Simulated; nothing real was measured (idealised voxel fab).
The document below concerns the process module designated voxel capacitor over wiring.
For reference, the cross-section in this document is cut, with width 205 nm and square cells of 5 nm.
How to read a cross-section here: the picture is a grid of square cells, written as bands going from the top down, and any band can span one or more rows of cells. This entry defines a band. It first specifies the height of the band's top and the height of its bottom in nm, and then specifies the band's materials from left to right, stating each material with its width in nm. The word "throughout" identifies a single material that fills the band from edge to edge, while the word "empty" identifies empty space. Below 0: as-received wafer, all one material; heights counted from there. Lowest band: no bottom, goes on down, written "0 and below". Width spec "30->40" -> top row of cells at first value, bottom row at second value, equal per-row change in between. "no modification" after a step means that no cell of the cross-section changed. What "Unvented internal voids" gives you is every empty space of 8 cells or more that is cut off from the top. Each appears as width x height at distance, with the distance taken from the left edge and width, height and distance all in nm. Note: text after step settings on the step line = simulator remark on that step. "overlay nm", when on a step's line for a step with a mask, measures how far to the right of its planned place the mask lay; a negative measure means to the left.

## Below is the list of planned process steps
| 1 | RECEIVE,material Si |
| 2 | CONFORMAL_DEP,material SiO2,thk nm 5 |
| 3 | CONFORMAL_DEP,material SiN,thk nm 5 |
| 4 | DIRECTIONAL_DEP,material lowk,thk nm 20 |
| 5 | DIRECTIONAL_DEP,material aC,thk nm 10 |
| 6 | PATTERN,tone open,mask id METAL_1,material resist,width nm 20,pitch nm 70,thk nm 25,overlay nm 0 |
| 7 | DIRECTIONAL_ETCH,etch materials aC,depth nm 10 |
| 8 | STRIP,etch materials resist |
| 9 | DIRECTIONAL_ETCH,etch materials lowk,depth nm 20 |
| 10 | DIRECTIONAL_ETCH,etch materials SiN,depth nm 5 |
| 11 | STRIP,etch materials aC |
| 12 | CONFORMAL_DEP,material TiN,thk nm 5 |
| 13 | FILL_DEP,material Cu,thk nm 10 |
| 14 | CMP,height nm 35 |
| 15 | CONFORMAL_DEP,material SiCN,thk nm 5 |
| 16 | DIRECTIONAL_DEP,material SiO2,thk nm 15 |
| 17 | DIRECTIONAL_DEP,material aC,thk nm 15 |
| 18 | PATTERN,tone open,mask id PLUG_1,material resist,width nm 15,thk nm 30,overlay nm 0 |
| 19 | DIRECTIONAL_ETCH,etch materials aC,depth nm 15 |
| 20 | STRIP,etch materials resist |
| 21 | DIRECTIONAL_ETCH,etch materials SiO2,depth nm 15 |
| 22 | DIRECTIONAL_ETCH,etch materials SiCN,depth nm 5 |
| 23 | STRIP,etch materials aC |
| 24 | EPI,material Ru,thk nm 10 |
| 25 | EPI,material Ru,thk nm 10 |
| 26 | DIRECTIONAL_DEP,material TiN,thk nm 10 |
| 27 | DIRECTIONAL_DEP,material SiN,thk nm 5 |
| 28 | DIRECTIONAL_DEP,material TiN,thk nm 10 |
| 29 | DIRECTIONAL_DEP,material aC,thk nm 15 |
| 30 | PATTERN,tone cover,mask id UPPER_PLATE,material resist,width nm 55,thk nm 35,overlay nm 0 |
| 31 | DIRECTIONAL_ETCH,etch materials aC,depth nm 15 |
| 32 | STRIP,etch materials resist |
| 33 | DIRECTIONAL_ETCH,etch materials TiN,depth nm 10 |
| 34 | DIRECTIONAL_ETCH,etch materials SiN,depth nm 5 |
| 35 | STRIP,etch materials aC |
| 36 | MASKED_ETCH,tone cover,mask id LOWER_PLATE,width nm 65,etch materials TiN,depth nm 10,overlay nm 0 |
| 37 | FILL_DEP,material SiO2,thk nm 20 |
| 38 | CMP,height nm 95 |
| 39 | MASKED_ETCH,tone open,mask id PLUG_2,width nm 15,etch materials SiO2,depth nm 15,overlay nm 0 |
| 40 | CONFORMAL_DEP,material TiN,thk nm 5 |
| 41 | FILL_DEP,material Cu,thk nm 5 |
| 42 | CMP,height nm 95 |
| 43 | CONFORMAL_DEP,material SiCN,thk nm 5 |
The thk nm used in step 2 is not the same on every wafer, whereas the starting condition is; the value printed in the plan is the first wafer's.

## The first of several wafers in cross-section, exactly as it reached us after step 1
	0 and below  Si throughout
	Unvented internal voids: none

## Quick look at the cross-section of the first of several wafers after step 43, which wraps up the module
	100 down to 95  SiCN throughout
	95 down to 85  SiO2: 70, TiN: 5, Cu: 5, TiN: 5, SiO2: 120
	85 down to 80  SiO2: 70, TiN: 15, SiO2: 120
	80 down to 70  SiO2: 60, TiN: 55, SiO2: 90
	70 down to 65  SiO2: 60, SiN: 55, SiO2: 90
	65 down to 55  SiO2: 55, TiN: 65, SiO2: 85
	55 down to 40  SiO2: 60, Ru: 15, SiO2: 130
	40 down to 35  SiCN: 60, Ru: 15, SiCN: 130
	35 down to 30  TiN: 60, Cu: 10, TiN: 60, Cu: 10, TiN: 65
	30 down to 10  lowk: 55, TiN: 5, Cu: 10, TiN: 5, lowk: 50, TiN: 5, Cu: 10, TiN: 5, lowk: 60
	10 down to 5  SiN: 55, TiN: 20, SiN: 50, TiN: 20, SiN: 60
	5 down to 0  SiO2 throughout
	0 and below  Si throughout
	Unvented internal voids: none

## Sectional view of the last wafer upon completion of the module
	100 down to 95  SiCN throughout
	95 down to 85  SiO2: 70, TiN: 5, Cu: 5, TiN: 5, SiO2: 120
	85 down to 80  SiO2: 70, TiN: 15, SiO2: 120
	80 down to 70  SiO2: 60, TiN: 55, SiO2: 90
	70 down to 65  SiO2: 60, SiN: 55, SiO2: 90
	65 down to 55  SiO2: 55, TiN: 65, SiO2: 85
	55 down to 40  SiO2: 60, Ru: 15, SiO2: 130
	40 down to 35  SiCN: 60, Ru: 15, SiCN: 130
	35 down to 30  lowk: 55, TiN: 5, Cu: 10, TiN: 5, lowk: 50, TiN: 5, Cu: 10, TiN: 5, lowk: 60
	30 down to 25  SiN: 55, TiN: 20, SiN: 50, TiN: 20, SiN: 60
	25 down to 0  SiO2 throughout
	0 and below  Si throughout
	Unvented internal voids: none

## Take any row and you have a wafer at the end of the module: how many cells of each material it has gained (+) or lost (-) since it was received, and then its closed voids
thk nm 5; +22 Cu; +12 Ru; +79 SiCN; +44 SiN; +415 SiO2; +116 TiN; +132 lowk; Unvented internal voids: none
thk nm 10; +18 Cu; +12 Ru; +79 SiCN; +44 SiN; +456 SiO2; +79 TiN; +132 lowk; Unvented internal voids: none
thk nm 15; +14 Cu; +12 Ru; +79 SiCN; +44 SiN; +497 SiO2; +75 TiN; +99 lowk; Unvented internal voids: none
thk nm 20; +10 Cu; +12 Ru; +79 SiCN; +44 SiN; +538 SiO2; +71 TiN; +66 lowk; Unvented internal voids: none
thk nm 25; +6 Cu; +12 Ru; +79 SiCN; +44 SiN; +579 SiO2; +67 TiN; +33 lowk; Unvented internal voids: none
